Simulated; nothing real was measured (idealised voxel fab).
Documented hereafter: the process module known as voxel ribs on slabs.
Pictured: cross-section cut, 180 nm wide, on a grid of 5 nm square cells.
Format of a cross-section: grid, square cells. Given as bands. Order: top down. Band: one or more rows of cells.
It is stipulated that each band's entry specify, in nanometres, the height of the top of the band and then that of its bottom, followed by the materials of the band in left-to-right sequence, each together with its width in nanometres. A single material marked by the word "throughout" is understood to fill the band from edge to edge; the word "air" is understood to denote empty space.
Height reference: 0 = level under which incoming wafer is all one material. Lowest band: no bottom, runs on downward, e.g. "from 0 down".
You'd read "30..40" like this: the band's top row of cells is as wide as the first number, its bottom row is as wide as the second, and going down, every row changes width by the same amount as the row before did.
A step reported as "nothing changed" is a step in which no cell of the cross-section changed.
Any empty space of 8 cells or more lacking an open way to the top shows up in "Unvented internal voids" as width x height at distance, distance from the left edge, in nm.
Post-settings text on a step line: simulator's own remark regarding the step.
On any step carrying a mask, the "overlay nm" setting, if present on the step's line, tells how far right of its planned place the mask lay; negative values point to the left.
The following list gives the planned process steps
1) RECEIVE | material Si
2) DIRECTIONAL_DEP | material SiO2 | thk nm 20
3) DIRECTIONAL_DEP | material SiN | thk nm 15
4) DIRECTIONAL_DEP | material aC | thk nm 15
5) PATTERN | tone cover | mask id RIB | material resist | width nm 20 | thk nm 35 | overlay nm 0
6) DIRECTIONAL_ETCH | etch materials aC | depth nm 15
7) STRIP | etch materials resist
8) DIRECTIONAL_ETCH | etch materials SiN | depth nm 5
9) STRIP | etch materials aC
10) DIRECTIONAL_DEP | material aC | thk nm 10
11) PATTERN | tone cover | mask id SLAB | material resist | width nm 60 | thk nm 30 | overlay nm 0
12) DIRECTIONAL_ETCH | etch materials aC | depth nm 10
13) STRIP | etch materials resist
14) DIRECTIONAL_ETCH | etch materials SiN | depth nm 10
15) STRIP | etch materials aC
16) FILL_DEP | material SiO2 | thk nm 20
17) CMP | height nm 50
18) DIRECTIONAL_DEP | material TiN | thk nm 10
19) DIRECTIONAL_DEP | material aC | thk nm 15
20) PATTERN | tone cover | mask id HEATER | material resist | width nm 30 | thk nm 35 | overlay nm 0
21) DIRECTIONAL_ETCH | etch materials aC | depth nm 15
22) STRIP | etch materials resist
23) DIRECTIONAL_ETCH | etch materials TiN | depth nm 10
24) STRIP | etch materials aC
25) CONFORMAL_DEP | material SiO2 | thk nm 10
Cross-section: wafer on arrival = after step 1
> from 0 down | Si throughout
> Unvented internal voids: none
Sectioned view, first of two wafers, at the close of the module, processed as intended in the plan
> from 70 to 60 | air 65, SiO2 50, air 65
> from 60 to 50 | SiO2 75, TiN 30, SiO2 75
> from 50 to 35 | SiO2 throughout
> from 35 to 30 | SiO2 80, SiN 20, SiO2 80
> from 30 to 20 | SiO2 60, SiN 60, SiO2 60
> from 20 to 0 | SiO2 throughout
> from 0 down | Si throughout
> Unvented internal voids: none
End of module, second wafer, cross-section. Started like the first, planned like the first, run with one mistake
> from 70 to 60 | air 65, SiO2 50, air 65
> from 60 to 50 | SiO2 75, TiN 30, SiO2 75
> from 50 to 35 | SiO2 throughout
> from 35 to 30 | SiO2 60, SiN 20, SiO2 20, SiN 20, SiO2 60
> from 30 to 25 | SiO2 60, SiN 60, SiO2 60
> from 25 to 20 | SiN throughout
> from 20 to 0 | SiO2 throughout
> from 0 down | Si throughout
> Unvented internal voids: none
What was done differently from what was planned? it should be noted that step 5 was executed with settings other than those planned, the operation and settings actually applied being PATTERN | tone open | mask id RIB | material resist | width nm 20 | thk nm 35 | overlay nm 0
Bottom line after processing is that, in cells, the second wafer is up or down on some materials versus the first: 28 more of SiN; 28 fewer of SiO2
